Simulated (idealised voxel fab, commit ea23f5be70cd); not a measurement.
Documented hereafter: the process module known as voxel self aligned contacts.
Section shown: cut. Width: 200 nm. Cell size: 5 nm, square.
Throughout this document, each cross-section is represented as a grid of square cells and is presented as a sequence of bands enumerated from the top downward, where a band comprises one or more rows of cells.
Quick guide to a band line: top height, bottom height (nm) up front; then every material left to right with its width in nm. Only one material and it's marked "edge to edge"? Then it fills the band edge to edge. And "empty" just means empty space.
Height reference: 0 = level under which incoming wafer is all one material. Lowest band: no bottom, runs on downward, e.g. "0 down".
Width spec "30..40" -> top row of cells at first value, bottom row at second value, equal per-row change in between.
The designation "nothing different", where it is given for a processing step, indicates that no cell of the cross-section was altered in the course of that step.
So "Trapped void list" is basically the list of trapped voids: any empty space of 8 cells or more that can't reach the top through an opening. They're written width x height at distance, the distance being from the left edge, and it's all nm.
after a step's settings: what the simulator itself notes on the step
overlay nm: right-of-plan distance of the mask on a masked step; negative values mean left-of-plan.
### List of planned process steps
| 1 | RECEIVE, material Si |
| 2 | OXIDIZE, depth nm 5 |
| 3 | DIRECTIONAL_DEP, material polySi, thk nm 25 |
| 4 | DIRECTIONAL_DEP, material SiN, thk nm 20 |
| 5 | MASKED_ETCH, tone cover, mask id GATE, width nm 25, pitch nm 70, etch materials SiN, depth nm 20, overlay nm 0 |
| 6 | MASKED_ETCH, tone cover, mask id GATE, width nm 15, pitch nm 70, etch materials polySi, depth nm 25, overlay nm 0 |
| 7 | CONFORMAL_DEP, material SiN, thk nm 10 |
| 8 | DIRECTIONAL_ETCH, etch materials SiN, depth nm 10 |
| 9 | FILL_DEP, material SiO2, thk nm 15 |
| 10 | CMP, height nm 55 |
| 11 | DIRECTIONAL_DEP, material aC, thk nm 10 |
| 12 | PATTERN, tone open, mask id CONTACT, material resist, width nm 55, pitch nm 70, thk nm 25, overlay nm 0 |
| 13 | DIRECTIONAL_ETCH, etch materials aC, depth nm 10 |
| 14 | STRIP, etch materials resist |
| 15 | DIRECTIONAL_ETCH, etch materials SiO2, depth nm 60 |
| 16 | STRIP, etch materials aC |
| 17 | CONFORMAL_DEP, material TiN, thk nm 5 |
| 18 | FILL_DEP, material W, thk nm 5 |
| 19 | CMP, height nm 55 |
| 20 | CONFORMAL_DEP, material SiCN, thk nm 5 |
All wafers enter the flow in the same state. The width nm at step 6 differs from wafer to wafer, and the plan gives the value for the first wafer.
### First of several wafers, received after step 1, in cross-section
    0 down: Si edge to edge
    Trapped void list: none
### For your reference, the table is organized with a row per wafer; each row reflects the wafer at the end of the module, indicating for each material the cells gained (+) or lost (-) since receipt, and thereafter its closed voids
width nm 15, -40 Si, +40 SiCN, +168 SiN, +93 SiO2, +66 TiN, +78 W, +75 polySi, Trapped void list: none
width nm 20, -40 Si, +40 SiCN, +168 SiN, +93 SiO2, +66 TiN, +78 W, +75 polySi, Trapped void list: none
width nm 25, -40 Si, +40 SiCN, +168 SiN, +93 SiO2, +66 TiN, +78 W, +75 polySi, Trapped void list: none
width nm 30, -40 Si, +40 SiCN, +168 SiN, +90 SiO2, +66 TiN, +66 W, +90 polySi, Trapped void list: none
